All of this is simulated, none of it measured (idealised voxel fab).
Process module in this document: voxel self aligned vias
Shown is cross-section cut, with a width of 280 nm and square cells of size 5 nm.
Each cross-section below is a grid of square cells, stated as bands in top-down order, with one or more rows of cells making up each band.
Heights first: top, then bottom, in nm. Then materials, left to right, each with a width in nm. "throughout" on a single material: fills the band edge to edge. "air": empty space.
Height is counted from the level 0, under which the received wafer is composed throughout of one material. The lowest of the bands is not closed at the bottom but continues downward, in the notation "from 0 down".
You'd read "30->40" like this: the band's top row of cells is as wide as the first number, its bottom row is as wide as the second, and going down, every row changes width by the same amount as the row before did.
"nothing was modified" after a step means that no cell of the cross-section changed.
Closed empty spaces (no open way to the top) of 8 cells or more are what "Closed void register" lists, each as width x height at distance from the left edge, nm for all three.
Past the settings on a step's line: simulator remark, on that step.
overlay nm: mask offset rightward from planned place, masked step; negative means leftward offset.
Before/after cross-section pairs, one process step each; after shown to lowest changed band; step and settings beneath. Pairs may be from different runs of this module on the same starting wafer; a pair continues from the one above only where its "Status before step" entry says so.
[Status before step]
from 40 to 15  95 of SiO2  25 of air  35 of SiO2  25 of air  100 of SiO2
from 15 to 10  SiCN throughout
from 10 to 0  SiO2 throughout
from 0 down  Si throughout
Closed void register: none
[State After Step]
from 45 to 40  100 of SiCN  15 of air  45 of SiCN  15 of air  105 of SiCN
from 40 to 20  95 of SiO2  5 of SiCN  15 of air  5 of SiCN  35 of SiO2  5 of SiCN  15 of air  5 of SiCN  100 of SiO2
from 20 to 15  95 of SiO2  25 of SiCN  35 of SiO2  25 of SiCN  100 of SiO2
All layers under 15 are left as they were.
Closed void register: none
So what happened between those two cross-sections up there? CONFORMAL_DEP, material SiCN, thk nm 5
Status before step: taken from the pair above, after panel.
[State After Step]
from 55 to 45  Ru throughout
from 45 to 40  100 of SiCN  15 of Ru  45 of SiCN  15 of Ru  105 of SiCN
from 40 to 20  95 of SiO2  5 of SiCN  15 of Ru  5 of SiCN  35 of SiO2  5 of SiCN  15 of Ru  5 of SiCN  100 of SiO2
All layers under 20 are left as they were.
Closed void register: none
So what happened between those two cross-sections up there? FILL_DEP, material Ru, thk nm 10
Status before step: taken from the pair above, after panel.
[State After Step]
from 40 to 20  95 of SiO2  5 of SiCN  15 of Ru  5 of SiCN  35 of SiO2  5 of SiCN  15 of Ru  5 of SiCN  100 of SiO2
All layers under 20 are left as they were.
Closed void register: none
So what happened between those two cross-sections up there? CMP, height nm 40
Status before step: taken from the pair above, after panel.
[State After Step]
from 40 to 30  95 of SiO2  5 of SiCN  15 of air  5 of SiCN  35 of SiO2  5 of SiCN  15 of air  5 of SiCN  100 of SiO2
All layers under 30 are left as they were.
Closed void register: none
So what happened between those two cross-sections up there? SELECTIVE_ETCH, etch materials W Ru TiN, depth nm 10
Status before step: taken from the pair above, after panel.
[State After Step]
from 45 to 40  SiN throughout
from 40 to 30  95 of SiO2  5 of SiCN  15 of SiN  5 of SiCN  35 of SiO2  5 of SiCN  15 of SiN  5 of SiCN  100 of SiO2
All layers under 30 are left as they were.
Closed void register: none
So what happened between those two cross-sections up there? FILL_DEP, material SiN, thk nm 5
Status before step: taken from the pair above, after panel.
[State After Step]
from 40 to 30  95 of SiO2  5 of SiCN  15 of SiN  5 of SiCN  35 of SiO2  5 of SiCN  15 of SiN  5 of SiCN  100 of SiO2
All layers under 30 are left as they were.
Closed void register: none
So what happened between those two cross-sections up there? CMP, height nm 40
Status before step: taken from the pair above, after panel.
[State After Step]
from 60 to 40  SiO2 throughout
All layers under 40 are left as they were.
Closed void register: none
So what happened between those two cross-sections up there? DIRECTIONAL_DEP, material SiO2, thk nm 20
Status before step: taken from the pair above, after panel.
[State After Step]
from 60 to 40  90 of SiO2  35 of air  25 of SiO2  35 of air  95 of SiO2
All layers under 40 are left as they were.
Closed void register: none
So what happened between those two cross-sections up there? MASKED_ETCH, tone open, mask id VIAS, width nm 35, pitch nm 60, etch materials SiO2, depth nm 20, overlay nm 0
Status before step: taken from the pair above, after panel.
[State After Step]
from 60 to 40  90 of SiO2  35 of air  25 of SiO2  35 of air  95 of SiO2
from 40 to 30  95 of SiO2  5 of SiCN  15 of air  5 of SiCN  35 of SiO2  5 of SiCN  15 of air  5 of SiCN  100 of SiO2
All layers under 30 are left as they were.
Closed void register: none
So what happened between those two cross-sections up there? MASKED_ETCH, tone open, mask id VIAS, width nm 35, pitch nm 60, etch materials SiN, depth nm 10, overlay nm 0
Status before step: taken from the pair above, after panel.
[State After Step]
from 65 to 60  95 of TiN  25 of air  35 of TiN  25 of air  100 of TiN
from 60 to 45  90 of SiO2  5 of TiN  25 of air  5 of TiN  25 of SiO2  5 of TiN  25 of air  5 of TiN  95 of SiO2
from 45 to 40  90 of SiO2  15 of TiN  5 of air  15 of TiN  25 of SiO2  15 of TiN  5 of air  15 of TiN  95 of SiO2
from 40 to 35  95 of SiO2  5 of SiCN  5 of TiN  5 of air  5 of TiN  5 of SiCN  35 of SiO2  5 of SiCN  5 of TiN  5 of air  5 of TiN  5 of SiCN  100 of SiO2
from 35 to 30  95 of SiO2  5 of SiCN  15 of TiN  5 of SiCN  35 of SiO2  5 of SiCN  15 of TiN  5 of SiCN  100 of SiO2
All layers under 30 are left as they were.
Closed void register: none
So what happened between those two cross-sections up there? CONFORMAL_DEP, material TiN, thk nm 5
Status before step: taken from the pair above, after panel.
[State After Step]
from 70 to 65  Ru throughout
from 65 to 60  95 of TiN  25 of Ru  35 of TiN  25 of Ru  100 of TiN
from 60 to 45  90 of SiO2  5 of TiN  25 of Ru  5 of TiN  25 of SiO2  5 of TiN  25 of Ru  5 of TiN  95 of SiO2
from 45 to 40  90 of SiO2  15 of TiN  5 of Ru  15 of TiN  25 of SiO2  15 of TiN  5 of Ru  15 of TiN  95 of SiO2
from 40 to 35  95 of SiO2  5 of SiCN  5 of TiN  5 of Ru  5 of TiN  5 of SiCN  35 of SiO2  5 of SiCN  5 of TiN  5 of Ru  5 of TiN  5 of SiCN  100 of SiO2
All layers under 35 are left as they were.
Closed void register: none
So what happened between those two cross-sections up there? FILL_DEP, material Ru, thk nm 5
Status before step: taken from the pair above, after panel.
[State After Step]
from 60 to 45  90 of SiO2  5 of TiN  25 of Ru  5 of TiN  25 of SiO2  5 of TiN  25 of Ru  5 of TiN  95 of SiO2
All layers under 45 are left as they were.
Closed void register: none
So what happened between those two cross-sections up there? CMP, height nm 60
Status before step: taken from the pair above, after panel.
[State After Step]
from 65 to 60  SiCN throughout
All layers under 60 are left as they were.
Closed void register: none
So what happened between those two cross-sections up there? CONFORMAL_DEP, material SiCN, thk nm 5
[Status before step]
from 40 to 15  SiO2 throughout
from 15 to 10  SiCN throughout
from 10 to 0  SiO2 throughout
from 0 down  Si throughout
Closed void register: none
[State After Step]
from 60 to 40  95 of air  25 of resist  35 of air  25 of resist  100 of air
All layers under 40 are left as they were.
Closed void register: none
So what happened between those two cross-sections up there? PATTERN, tone cover, mask id LINES, material resist, width nm 25, pitch nm 60, thk nm 20, overlay nm 0
Status before step: taken from the pair above, after panel.
[State After Step]
from 60 to 40  95 of air  25 of resist  35 of air  25 of resist  100 of air
from 40 to 15  95 of air  25 of SiO2  35 of air  25 of SiO2  100 of air
All layers under 15 are left as they were.
Closed void register: none
So what happened between those two cross-sections up there? DIRECTIONAL_ETCH, etch materials SiO2, depth nm 25
Status before step: taken from the pair above, after panel.
[State After Step]
from 40 to 15  95 of air  25 of SiO2  35 of air  25 of SiO2  100 of air
All layers under 15 are left as they were.
Closed void register: none
So what happened between those two cross-sections up there? STRIP, etch materials resist
Status before step: taken from the pair above, after panel.
[State After Step]
from 45 to 40  90 of air  35 of TiN  25 of air  35 of TiN  95 of air
from 40 to 20  90 of air  5 of TiN  25 of SiO2  5 of TiN  25 of air  5 of TiN  25 of SiO2  5 of TiN  95 of air
from 20 to 15  95 of TiN  25 of SiO2  35 of TiN  25 of SiO2  100 of TiN
All layers under 15 are left as they were.
Closed void register: none
So what happened between those two cross-sections up there? CONFORMAL_DEP, material TiN, thk nm 5
Status before step: taken from the pair above, after panel.
[State After Step]
from 55 to 45  Ru throughout
from 45 to 40  90 of Ru  35 of TiN  25 of Ru  35 of TiN  95 of Ru
from 40 to 20  90 of Ru  5 of TiN  25 of SiO2  5 of TiN  25 of Ru  5 of TiN  25 of SiO2  5 of TiN  95 of Ru
All layers under 20 are left as they were.
Closed void register: none
So what happened between those two cross-sections up there? FILL_DEP, material Ru, thk nm 10
Status before step: taken from the pair above, after panel.
[State After Step]
from 40 to 20  90 of Ru  5 of TiN  25 of SiO2  5 of TiN  25 of Ru  5 of TiN  25 of SiO2  5 of TiN  95 of Ru
All layers under 20 are left as they were.
Closed void register: none
So what happened between those two cross-sections up there? CMP, height nm 40
Status before step: taken from the pair above, after panel.
[State After Step]
from 40 to 30  95 of air  25 of SiO2  35 of air  25 of SiO2  100 of air
All layers under 30 are left as they were.
Closed void register: none
So what happened between those two cross-sections up there? SELECTIVE_ETCH, etch materials W Ru TiN, depth nm 10
Status before step: taken from the pair above, after panel.
[State After Step]
from 45 to 40  SiN throughout
from 40 to 30  95 of SiN  25 of SiO2  35 of SiN  25 of SiO2  100 of SiN
All layers under 30 are left as they were.
Closed void register: none
So what happened between those two cross-sections up there? FILL_DEP, material SiN, thk nm 5
Status before step: taken from the pair above, after panel.
[State After Step]
from 40 to 30  95 of SiN  25 of SiO2  35 of SiN  25 of SiO2  100 of SiN
All layers under 30 are left as they were.
Closed void register: none
So what happened between those two cross-sections up there? CMP, height nm 40
Status before step: taken from the pair above, after panel.
[State After Step]
from 60 to 40  SiO2 throughout
All layers under 40 are left as they were.
Closed void register: none
So what happened between those two cross-sections up there? DIRECTIONAL_DEP, material SiO2, thk nm 20
Status before step: taken from the pair above, after panel.
[State After Step]
from 60 to 40  90 of SiO2  35 of air  25 of SiO2  35 of air  95 of SiO2
All layers under 40 are left as they were.
Closed void register: none
So what happened between those two cross-sections up there? MASKED_ETCH, tone open, mask id VIAS, width nm 35, pitch nm 60, etch materials SiO2, depth nm 20, overlay nm 0
Status before step: taken from the pair above, after panel.
[State After Step]
from 60 to 40  90 of SiO2  35 of air  25 of SiO2  35 of air  95 of SiO2
from 40 to 30  90 of SiN  5 of air  25 of SiO2  5 of air  25 of SiN  5 of air  25 of SiO2  5 of air  95 of SiN
All layers under 30 are left as they were.
Closed void register: none
So what happened between those two cross-sections up there? MASKED_ETCH, tone open, mask id VIAS, width nm 35, pitch nm 60, etch materials SiN, depth nm 10, overlay nm 0
Status before step: taken from the pair above, after panel.
[State After Step]
from 65 to 60  95 of TiN  25 of air  35 of TiN  25 of air  100 of TiN
from 60 to 45  90 of SiO2  5 of TiN  25 of air  5 of TiN  25 of SiO2  5 of TiN  25 of air  5 of TiN  95 of SiO2
from 45 to 40  90 of SiO2  35 of TiN  25 of SiO2  35 of TiN  95 of SiO2
from 40 to 30  90 of SiN  5 of TiN  25 of SiO2  5 of TiN  25 of SiN  5 of TiN  25 of SiO2  5 of TiN  95 of SiN
All layers under 30 are left as they were.
Closed void register: none
So what happened between those two cross-sections up there? CONFORMAL_DEP, material TiN, thk nm 5
Status before step: taken from the pair above, after panel.
[State After Step]
from 70 to 65  Ru throughout
from 65 to 60  95 of TiN  25 of Ru  35 of TiN  25 of Ru  100 of TiN
from 60 to 45  90 of SiO2  5 of TiN  25 of Ru  5 of TiN  25 of SiO2  5 of TiN  25 of Ru  5 of TiN  95 of SiO2
All layers under 45 are left as they were.
Closed void register: none
So what happened between those two cross-sections up there? FILL_DEP, material Ru, thk nm 5
Status before step: taken from the pair above, after panel.
[State After Step]
from 60 to 45  90 of SiO2  5 of TiN  25 of Ru  5 of TiN  25 of SiO2  5 of TiN  25 of Ru  5 of TiN  95 of SiO2
All layers under 45 are left as they were.
Closed void register: none
So what happened between those two cross-sections up there? CMP, height nm 60
Status before step: taken from the pair above, after panel.
[State After Step]
from 65 to 60  SiCN throughout
All layers under 60 are left as they were.
Closed void register: none
So what happened between those two cross-sections up there? CONFORMAL_DEP, material SiCN, thk nm 5
